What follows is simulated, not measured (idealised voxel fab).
Process module name: voxel fin reveal
205 nm wide, 5 nm square cells: that's cross-section cut.
Each cross-section below is a grid of square cells, stated as bands in top-down order, with one or more rows of cells making up each band. Band entry format. Leading values: height of top, height of bottom, nm. Remainder: materials in left-to-right order, each with its width in nm. Special words: "everywhere" on a single material, which then fills the band edge to edge; "air", empty space. Heights from 0 (as-received wafer is one material below). Bottom band endless downward, as "from 0 down". The notation "30..40" denotes a width that varies across the rows of cells in the band, beginning at the first number in the top row, finishing at the second number in the bottom row, and changing by an identical amount from each row to the next. Key: "stayed the same" - step with no changed cell in the cross-section. Look at "Entrapped void list" for the closed voids: empty spaces with no open path to the top, sized 8 cells or up. Each is width x height at distance, distance from the left edge, all nm. after a step's settings: what the simulator itself notes on the step. "overlay nm" on a masked step: distance the mask lay right of its planned place, negative for left.

This section lists the process steps that were planned
1 RECEIVE: material Si
2 CONFORMAL_DEP: material SiN, thk nm 5
3 DIRECTIONAL_DEP: material aC, thk nm 15
4 PATTERN: tone cover, mask id FINS, material resist, width nm 15, pitch nm 40, thk nm 30, overlay nm 0
5 DIRECTIONAL_ETCH: etch materials aC, depth nm 15
6 STRIP: etch materials resist
7 DIRECTIONAL_ETCH: etch materials SiN, depth nm 5
8 DIRECTIONAL_ETCH: etch materials Si, depth nm 40
9 STRIP: etch materials aC
10 OXIDIZE: depth nm 5
11 FILL_DEP: material SiO2, thk nm 15
12 CMP: height nm 5
13 SELECTIVE_ETCH: etch materials SiO2, depth nm 30
14 STRIP: etch materials SiN
15 CONFORMAL_DEP: material HfO2, thk nm 5

As-received wafer cross-section (after step 1)
  from 0 down = Si everywhere
  Entrapped void list: none

First wafer of two, sectioned at end of module; run went per plan
  from 5 to 0 = air 55 nm  HfO2 15 nm  air 25 nm  HfO2 15 nm  air 25 nm  HfO2 15 nm  air 55 nm
  from 0 to -20 = air 55 nm  HfO2 5 nm  Si 5 nm  HfO2 5 nm  air 25 nm  HfO2 5 nm  Si 5 nm  HfO2 5 nm  air 25 nm  HfO2 5 nm  Si 5 nm  HfO2 5 nm  air 55 nm
  from -20 to -25 = HfO2 60 nm  Si 5 nm  HfO2 35 nm  Si 5 nm  HfO2 35 nm  Si 5 nm  HfO2 60 nm
  from -25 to -45 = SiO2 60 nm  Si 5 nm  SiO2 35 nm  Si 5 nm  SiO2 35 nm  Si 5 nm  SiO2 60 nm
  from -45 down = Si everywhere
  Entrapped void list: none

This is the second of the two wafers, cross-sectioned at the end of the module; it started exactly like the first and was given the same plan, but it was run with one mistake
  from 5 to 0 = air 55 nm  HfO2 15 nm  air 25 nm  HfO2 15 nm  air 25 nm  HfO2 15 nm  air 55 nm
  from 0 to -20 = air 55 nm  HfO2 5 nm  Si 5 nm  HfO2 5 nm  air 25 nm  HfO2 5 nm  Si 5 nm  HfO2 5 nm  air 25 nm  HfO2 5 nm  Si 5 nm  HfO2 5 nm  air 55 nm
  from -20 to -25 = HfO2 30 nm  air 25 nm  HfO2 5 nm  Si 5 nm  HfO2 5 nm  air 25 nm  HfO2 5 nm  Si 5 nm  HfO2 5 nm  air 25 nm  HfO2 5 nm  Si 5 nm  HfO2 5 nm  air 25 nm  HfO2 30 nm
  from -25 to -30 = SiO2 25 nm  HfO2 35 nm  Si 5 nm  HfO2 35 nm  Si 5 nm  HfO2 35 nm  Si 5 nm  HfO2 35 nm  SiO2 25 nm
  from -30 to -45 = SiO2 60 nm  Si 5 nm  SiO2 35 nm  Si 5 nm  SiO2 35 nm  Si 5 nm  SiO2 60 nm
  from -45 down = Si everywhere
  Entrapped void list: none
Diagnosis: steps 13 and 14 swapped
Once processing is complete, comparing cell counts shows that the second wafer has more or fewer of certain materials than the first: HfO2: 8 more; SiO2: 28 fewer
